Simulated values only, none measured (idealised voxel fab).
process module | voxel wiring stack
We display cut, a cross-section 145 nm in width whose square cells are each 5 nm.
Cross-sections here: square-cell grids, written as top-down lists of bands, a band being one or more rows of cells. Band: top and bottom heights (nm) first, top before bottom; then materials from left to right, widths in nm. "all across" marks a sole material filling the band edge to edge. "empty" denotes empty space. Heights from 0 (as-received wafer is one material below). Bottom band endless downward, as "0..down". Width spec "30..40" -> top row of cells at first value, bottom row at second value, equal per-row change in between. Take "remains unaltered" at face value: in the step it is given for, the cross-section changed in none of its cells. Closed empty spaces (no open way to the top) of 8 cells or more are what "Listed closed voids" lists, each as width x height at distance from the left edge, nm for all three. Past the settings on a step's line: simulator remark, on that step. On any step carrying a mask, the "overlay nm" setting, if present on the step's line, tells how far right of its planned place the mask lay; negative values point to the left.

So here's the lineup of process steps we planned
1,RECEIVE,material Si
2,CONFORMAL_DEP,material SiO2,thk nm 10
3,DIRECTIONAL_DEP,material TiN,thk nm 5
4,DIRECTIONAL_DEP,material W,thk nm 15
5,DIRECTIONAL_DEP,material aC,thk nm 15
6,PATTERN,tone cover,mask id METAL_1,material resist,width nm 25,pitch nm 55,thk nm 30,overlay nm 0
7,DIRECTIONAL_ETCH,etch materials aC,depth nm 15
8,STRIP,etch materials resist
9,DIRECTIONAL_ETCH,etch materials W,depth nm 15
10,DIRECTIONAL_ETCH,etch materials TiN,depth nm 5
11,STRIP,etch materials aC
12,CONFORMAL_DEP,material SiCN,thk nm 5
13,FILL_DEP,material SiO2,thk nm 5
14,CMP,height nm 30
15,CONFORMAL_DEP,material SiCN,thk nm 5
16,DIRECTIONAL_DEP,material SiO2,thk nm 35
17,MASKED_ETCH,tone open,mask id METAL_2_HOLES,width nm 15,etch materials SiO2,depth nm 35,overlay nm 0
18,PATTERN,tone open,mask id METAL_2,material resist,width nm 25,pitch nm 55,thk nm 20,overlay nm 0
19,DIRECTIONAL_ETCH,etch materials SiO2,depth nm 20
20,DIRECTIONAL_ETCH,etch materials SiCN,depth nm 5
21,STRIP,etch materials resist
22,CONFORMAL_DEP,material TiN,thk nm 5
23,FILL_DEP,material Ru,thk nm 10
24,CMP,height nm 70
25,CONFORMAL_DEP,material SiCN,thk nm 5
26,DIRECTIONAL_DEP,material SiO2,thk nm 20
27,DIRECTIONAL_DEP,material aC,thk nm 10
28,PATTERN,tone open,mask id PLUG_2,material resist,width nm 15,thk nm 25,overlay nm 0
29,DIRECTIONAL_ETCH,etch materials aC,depth nm 10
30,STRIP,etch materials resist
31,DIRECTIONAL_ETCH,etch materials SiO2,depth nm 20
32,DIRECTIONAL_ETCH,etch materials SiCN,depth nm 5
33,STRIP,etch materials aC
34,EPI,material Ru,thk nm 10
35,EPI,material Ru,thk nm 10
36,EPI,material Ru,thk nm 5
37,DIRECTIONAL_DEP,material TiN,thk nm 5
38,DIRECTIONAL_DEP,material Ru,thk nm 15
39,PATTERN,tone cover,mask id METAL_3,material resist,width nm 25,pitch nm 55,thk nm 15,overlay nm 0
40,DIRECTIONAL_ETCH,etch materials Ru,depth nm 15
41,DIRECTIONAL_ETCH,etch materials TiN,depth nm 5
42,STRIP,etch materials resist
43,FILL_DEP,material SiO2,thk nm 10
44,CMP,height nm 115
45,CONFORMAL_DEP,material SiN,thk nm 5

first wafer, as planned

The cross-section here shows the wafer as received, i.e. in its state after step 1
- 0..down: Si all across
- Listed closed voids: none

Upon completion of step 2, the wafer appears in cross-section as shown
- 10..0: SiO2 all across
- Everything below 0 is unchanged.

Upon completion of step 3, the wafer appears in cross-section as shown
- 15..10: TiN all across
- Everything below 10 is unchanged.

Upon completion of step 4, the wafer appears in cross-section as shown
- 30..15: W all across
- Everything below 15 is unchanged.

Upon completion of step 5, the wafer appears in cross-section as shown
- 45..30: aC all across
- Everything below 30 is unchanged.

Upon completion of step 6, the wafer appears in cross-section as shown
- 75..45: empty 30, then resist 25, then empty 30, then resist 25, then empty 35
- Everything below 45 is unchanged.

Upon completion of step 7, the wafer appears in cross-section as shown
- 60..45: empty 30, then resist 25, then empty 30, then resist 25, then empty 35
- 45..30: empty 30, then aC 25, then empty 30, then aC 25, then empty 35
- Everything below 30 is unchanged.

Upon completion of step 8, the wafer appears in cross-section as shown
- 45..30: empty 30, then aC 25, then empty 30, then aC 25, then empty 35
- Everything below 30 is unchanged.

Upon completion of step 9, the wafer appears in cross-section as shown
- 45..30: empty 30, then aC 25, then empty 30, then aC 25, then empty 35
- 30..15: empty 30, then W 25, then empty 30, then W 25, then empty 35
- Everything below 15 is unchanged.

Upon completion of step 10, the wafer appears in cross-section as shown
- 45..30: empty 30, then aC 25, then empty 30, then aC 25, then empty 35
- 30..15: empty 30, then W 25, then empty 30, then W 25, then empty 35
- 15..10: empty 30, then TiN 25, then empty 30, then TiN 25, then empty 35
- Everything below 10 is unchanged.

Upon completion of step 11, the wafer appears in cross-section as shown
- 30..15: empty 30, then W 25, then empty 30, then W 25, then empty 35
- Everything below 15 is unchanged.

Upon completion of step 12, the wafer appears in cross-section as shown
- 35..30: empty 25, then SiCN 35, then empty 20, then SiCN 35, then empty 30
- 30..15: empty 25, then SiCN 5, then W 25, then SiCN 5, then empty 20, then SiCN 5, then W 25, then SiCN 5, then empty 30
- 15..10: SiCN 30, then TiN 25, then SiCN 30, then TiN 25, then SiCN 35
- Everything below 10 is unchanged.

Upon completion of step 13, the wafer appears in cross-section as shown
- 40..35: SiO2 all across
- 35..30: SiO2 25, then SiCN 35, then SiO2 20, then SiCN 35, then SiO2 30
- 30..15: SiO2 25, then SiCN 5, then W 25, then SiCN 5, then SiO2 20, then SiCN 5, then W 25, then SiCN 5, then SiO2 30
- Everything below 15 is unchanged.

Upon completion of step 14, the wafer appears in cross-section as shown
- 30..15: SiO2 25, then SiCN 5, then W 25, then SiCN 5, then SiO2 20, then SiCN 5, then W 25, then SiCN 5, then SiO2 30
- Everything below 15 is unchanged.

Upon completion of step 15, the wafer appears in cross-section as shown
- 35..30: SiCN all across
- Everything below 30 is unchanged.

Upon completion of step 16, the wafer appears in cross-section as shown
- 70..35: SiO2 all across
- Everything below 35 is unchanged.

Upon completion of step 17, the wafer appears in cross-section as shown
- 70..35: SiO2 30, then empty 15, then SiO2 100
- Everything below 35 is unchanged.

Upon completion of step 18, the wafer appears in cross-section as shown
- 90..70: resist 30, then empty 25, then resist 30, then empty 25, then resist 35
- Everything below 70 is unchanged.

Upon completion of step 19, the wafer appears in cross-section as shown
- 90..70: resist 30, then empty 25, then resist 30, then empty 25, then resist 35
- 70..50: SiO2 30, then empty 25, then SiO2 30, then empty 25, then SiO2 35
- Everything below 50 is unchanged.

Upon completion of step 20, the wafer appears in cross-section as shown
- 90..70: resist 30, then empty 25, then resist 30, then empty 25, then resist 35
- 70..50: SiO2 30, then empty 25, then SiO2 30, then empty 25, then SiO2 35
- 50..35: SiO2 30, then empty 15, then SiO2 100
- 35..30: SiCN 30, then empty 15, then SiCN 100
- Everything below 30 is unchanged.

Upon completion of step 21, the wafer appears in cross-section as shown
- 70..50: SiO2 30, then empty 25, then SiO2 30, then empty 25, then SiO2 35
- Everything below 50 is unchanged.

Upon completion of step 22, the wafer appears in cross-section as shown
- 75..70: TiN 35, then empty 15, then TiN 40, then empty 15, then TiN 40
- 70..55: SiO2 30, then TiN 5, then empty 15, then TiN 5, then SiO2 30, then TiN 5, then empty 15, then TiN 5, then SiO2 35
- 55..50: SiO2 30, then TiN 5, then empty 5, then TiN 15, then SiO2 30, then TiN 25, then SiO2 35
- 50..35: SiO2 30, then TiN 5, then empty 5, then TiN 5, then SiO2 100
- 35..30: SiCN 30, then TiN 15, then SiCN 100
- Everything below 30 is unchanged.

Upon completion of step 23, the wafer appears in cross-section as shown
- 85..75: Ru all across
- 75..70: TiN 35, then Ru 15, then TiN 40, then Ru 15, then TiN 40
- 70..55: SiO2 30, then TiN 5, then Ru 15, then TiN 5, then SiO2 30, then TiN 5, then Ru 15, then TiN 5, then SiO2 35
- 55..50: SiO2 30, then TiN 5, then Ru 5, then TiN 15, then SiO2 30, then TiN 25, then SiO2 35
- 50..35: SiO2 30, then TiN 5, then Ru 5, then TiN 5, then SiO2 100
- Everything below 35 is unchanged.

Upon completion of step 24, the wafer appears in cross-section as shown
- 70..55: SiO2 30, then TiN 5, then Ru 15, then TiN 5, then SiO2 30, then TiN 5, then Ru 15, then TiN 5, then SiO2 35
- Everything below 55 is unchanged.

Upon completion of step 25, the wafer appears in cross-section as shown
- 75..70: SiCN all across
- Everything below 70 is unchanged.

Upon completion of step 26, the wafer appears in cross-section as shown
- 95..75: SiO2 all across
- Everything below 75 is unchanged.

Upon completion of step 27, the wafer appears in cross-section as shown
- 105..95: aC all across
- Everything below 95 is unchanged.

Upon completion of step 28, the wafer appears in cross-section as shown
- 130..105: resist 30, then empty 15, then resist 100
- Everything below 105 is unchanged.

Upon completion of step 29, the wafer appears in cross-section as shown
- 120..105: resist 30, then empty 15, then resist 100
- 105..95: aC 30, then empty 15, then aC 100
- Everything below 95 is unchanged.

Upon completion of step 30, the wafer appears in cross-section as shown
- 105..95: aC 30, then empty 15, then aC 100
- Everything below 95 is unchanged.

Upon completion of step 31, the wafer appears in cross-section as shown
- 105..95: aC 30, then empty 15, then aC 100
- 95..75: SiO2 30, then empty 15, then SiO2 100
- Everything below 75 is unchanged.

Upon completion of step 32, the wafer appears in cross-section as shown
- 105..95: aC 30, then empty 15, then aC 100
- 95..75: SiO2 30, then empty 15, then SiO2 100
- 75..70: SiCN 30, then empty 15, then SiCN 100
- Everything below 70 is unchanged.

Upon completion of step 33, the wafer appears in cross-section as shown
- 95..75: SiO2 30, then empty 15, then SiO2 100
- Everything below 75 is unchanged.

Upon completion of step 34, the wafer appears in cross-section as shown
- 95..80: SiO2 30, then empty 15, then SiO2 100
- 80..75: SiO2 30, then Ru 15, then SiO2 100
- 75..70: SiCN 30, then Ru 15, then SiCN 100
- Everything below 70 is unchanged.

Upon completion of step 35, the wafer appears in cross-section as shown
- 95..90: SiO2 30, then empty 15, then SiO2 100
- 90..75: SiO2 30, then Ru 15, then SiO2 100
- Everything below 75 is unchanged.

Upon completion of step 36, the wafer appears in cross-section as shown
- 95..75: SiO2 30, then Ru 15, then SiO2 100
- Everything below 75 is unchanged.

Upon completion of step 37, the wafer appears in cross-section as shown
- 100..95: TiN all across
- Everything below 95 is unchanged.

Upon completion of step 38, the wafer appears in cross-section as shown
- 115..100: Ru all across
- Everything below 100 is unchanged.

Upon completion of step 39, the wafer appears in cross-section as shown
- 130..115: empty 30, then resist 25, then empty 30, then resist 25, then empty 35
- Everything below 115 is unchanged.

Upon completion of step 40, the wafer appears in cross-section as shown
- 130..115: empty 30, then resist 25, then empty 30, then resist 25, then empty 35
- 115..100: empty 30, then Ru 25, then empty 30, then Ru 25, then empty 35
- Everything below 100 is unchanged.

Upon completion of step 41, the wafer appears in cross-section as shown
- 130..115: empty 30, then resist 25, then empty 30, then resist 25, then empty 35
- 115..100: empty 30, then Ru 25, then empty 30, then Ru 25, then empty 35
- 100..95: empty 30, then TiN 25, then empty 30, then TiN 25, then empty 35
- Everything below 95 is unchanged.

Upon completion of step 42, the wafer appears in cross-section as shown
- 115..100: empty 30, then Ru 25, then empty 30, then Ru 25, then empty 35
- Everything below 100 is unchanged.

Upon completion of step 43, the wafer appears in cross-section as shown
- 125..115: SiO2 all across
- 115..100: SiO2 30, then Ru 25, then SiO2 30, then Ru 25, then SiO2 35
- 100..95: SiO2 30, then TiN 25, then SiO2 30, then TiN 25, then SiO2 35
- Everything below 95 is unchanged.

Upon completion of step 44, the wafer appears in cross-section as shown
- 115..100: SiO2 30, then Ru 25, then SiO2 30, then Ru 25, then SiO2 35
- Everything below 100 is unchanged.

Upon completion of step 45, the wafer appears in cross-section as shown
- 120..115: SiN all across
- Everything below 115 is unchanged.

Second wafer, same starting conditions and recipe as the first, one mistake in executing it, nothing differs from the first up to and including step 13

Cross-section of the second wafer at the time by which step 14 should have been completed according to the plan
- 35..30: SiO2 25, then SiCN 35, then SiO2 20, then SiCN 35, then SiO2 30
- Everything below 30 is unchanged.

Cross-section of the second wafer at the time by which step 15 should have been completed according to the plan
- 40..35: SiCN all across
- Everything below 35 is unchanged.

Cross-section of the second wafer at the time by which step 16 should have been completed according to the plan
- 75..40: SiO2 all across
- Everything below 40 is unchanged.

Cross-section of the second wafer at the time by which step 17 should have been completed according to the plan
- 75..40: SiO2 30, then empty 15, then SiO2 100
- Everything below 40 is unchanged.

Cross-section of the second wafer at the time by which step 18 should have been completed according to the plan
- 95..75: resist 30, then empty 25, then resist 30, then empty 25, then resist 35
- Everything below 75 is unchanged.

Cross-section of the second wafer at the time by which step 19 should have been completed according to the plan
- 95..75: resist 30, then empty 25, then resist 30, then empty 25, then resist 35
- 75..55: SiO2 30, then empty 25, then SiO2 30, then empty 25, then SiO2 35
- Everything below 55 is unchanged.

Cross-section of the second wafer at the time by which step 20 should have been completed according to the plan
- 95..75: resist 30, then empty 25, then resist 30, then empty 25, then resist 35
- 75..55: SiO2 30, then empty 25, then SiO2 30, then empty 25, then SiO2 35
- 55..40: SiO2 30, then empty 15, then SiO2 100
- 40..35: SiCN 30, then empty 15, then SiCN 100
- Everything below 35 is unchanged.

Cross-section of the second wafer at the time by which step 21 should have been completed according to the plan
- 75..55: SiO2 30, then empty 25, then SiO2 30, then empty 25, then SiO2 35
- Everything below 55 is unchanged.

Cross-section of the second wafer at the time by which step 22 should have been completed according to the plan
- 80..75: TiN 35, then empty 15, then TiN 40, then empty 15, then TiN 40
- 75..60: SiO2 30, then TiN 5, then empty 15, then TiN 5, then SiO2 30, then TiN 5, then empty 15, then TiN 5, then SiO2 35
- 60..55: SiO2 30, then TiN 5, then empty 5, then TiN 15, then SiO2 30, then TiN 25, then SiO2 35
- 55..40: SiO2 30, then TiN 5, then empty 5, then TiN 5, then SiO2 100
- 40..35: SiCN 30, then TiN 15, then SiCN 100
- Everything below 35 is unchanged.

Cross-section of the second wafer at the time by which step 23 should have been completed according to the plan
- 90..80: Ru all across
- 80..75: TiN 35, then Ru 15, then TiN 40, then Ru 15, then TiN 40
- 75..60: SiO2 30, then TiN 5, then Ru 15, then TiN 5, then SiO2 30, then TiN 5, then Ru 15, then TiN 5, then SiO2 35
- 60..55: SiO2 30, then TiN 5, then Ru 5, then TiN 15, then SiO2 30, then TiN 25, then SiO2 35
- 55..40: SiO2 30, then TiN 5, then Ru 5, then TiN 5, then SiO2 100
- Everything below 40 is unchanged.

Cross-section of the second wafer at the time by which step 24 should have been completed according to the plan
- 70..60: SiO2 30, then TiN 5, then Ru 15, then TiN 5, then SiO2 30, then TiN 5, then Ru 15, then TiN 5, then SiO2 35
- Everything below 60 is unchanged.

Cross-section of the second wafer at the time by which step 25 should have been completed according to the plan
- 75..70: SiCN all across
- Everything below 70 is unchanged.

Cross-section of the second wafer at the time by which step 26 should have been completed according to the plan
- 95..75: SiO2 all across
- Everything below 75 is unchanged.

Cross-section of the second wafer at the time by which step 27 should have been completed according to the plan
- 105..95: aC all across
- Everything below 95 is unchanged.

Cross-section of the second wafer at the time by which step 28 should have been completed according to the plan
- 130..105: resist 30, then empty 15, then resist 100
- Everything below 105 is unchanged.

Cross-section of the second wafer at the time by which step 29 should have been completed according to the plan
- 120..105: resist 30, then empty 15, then resist 100
- 105..95: aC 30, then empty 15, then aC 100
- Everything below 95 is unchanged.

Cross-section of the second wafer at the time by which step 30 should have been completed according to the plan
- 105..95: aC 30, then empty 15, then aC 100
- Everything below 95 is unchanged.

Cross-section of the second wafer at the time by which step 31 should have been completed according to the plan
- 105..95: aC 30, then empty 15, then aC 100
- 95..75: SiO2 30, then empty 15, then SiO2 100
- Everything below 75 is unchanged.

Cross-section of the second wafer at the time by which step 32 should have been completed according to the plan
- 105..95: aC 30, then empty 15, then aC 100
- 95..75: SiO2 30, then empty 15, then SiO2 100
- 75..70: SiCN 30, then empty 15, then SiCN 100
- Everything below 70 is unchanged.

Cross-section of the second wafer at the time by which step 33 should have been completed according to the plan
- 95..75: SiO2 30, then empty 15, then SiO2 100
- Everything below 75 is unchanged.

Cross-section of the second wafer at the time by which step 34 should have been completed according to the plan
- 95..80: SiO2 30, then empty 15, then SiO2 100
- 80..75: SiO2 30, then Ru 15, then SiO2 100
- 75..70: SiCN 30, then Ru 15, then SiCN 100
- Everything below 70 is unchanged.

Cross-section of the second wafer at the time by which step 35 should have been completed according to the plan
- 95..90: SiO2 30, then empty 15, then SiO2 100
- 90..75: SiO2 30, then Ru 15, then SiO2 100
- Everything below 75 is unchanged.

Cross-section of the second wafer at the time by which step 36 should have been completed according to the plan
- 95..75: SiO2 30, then Ru 15, then SiO2 100
- Everything below 75 is unchanged.

Cross-section of the second wafer at the time by which step 37 should have been completed according to the plan
- 100..95: TiN all across
- Everything below 95 is unchanged.

Cross-section of the second wafer at the time by which step 38 should have been completed according to the plan
- 115..100: Ru all across
- Everything below 100 is unchanged.

Cross-section of the second wafer at the time by which step 39 should have been completed according to the plan
- 130..115: empty 30, then resist 25, then empty 30, then resist 25, then empty 35
- Everything below 115 is unchanged.

Cross-section of the second wafer at the time by which step 40 should have been completed according to the plan
- 130..115: empty 30, then resist 25, then empty 30, then resist 25, then empty 35
- 115..100: empty 30, then Ru 25, then empty 30, then Ru 25, then empty 35
- Everything below 100 is unchanged.

Cross-section of the second wafer at the time by which step 41 should have been completed according to the plan
- 130..115: empty 30, then resist 25, then empty 30, then resist 25, then empty 35
- 115..100: empty 30, then Ru 25, then empty 30, then Ru 25, then empty 35
- 100..95: empty 30, then TiN 25, then empty 30, then TiN 25, then empty 35
- Everything below 95 is unchanged.

Cross-section of the second wafer at the time by which step 42 should have been completed according to the plan
- 115..100: empty 30, then Ru 25, then empty 30, then Ru 25, then empty 35
- Everything below 100 is unchanged.

Cross-section of the second wafer at the time by which step 43 should have been completed according to the plan
- 125..115: SiO2 all across
- 115..100: SiO2 30, then Ru 25, then SiO2 30, then Ru 25, then SiO2 35
- 100..95: SiO2 30, then TiN 25, then SiO2 30, then TiN 25, then SiO2 35
- Everything below 95 is unchanged.

Cross-section of the second wafer at the time by which step 44 should have been completed according to the plan
- 115..100: SiO2 30, then Ru 25, then SiO2 30, then Ru 25, then SiO2 35
- Everything below 100 is unchanged.

Cross-section of the second wafer at the time by which step 45 should have been completed according to the plan
- 120..115: SiN all across
- Everything below 115 is unchanged.
The mistake made against the process plan was this: so step 14 ended up running with a different setting than we planned, it ran as CMP,height nm 35
Final wafer comparison in cells, second versus first, more or fewer per material: -6 Ru; +14 SiCN; -4 SiO2; -4 TiN
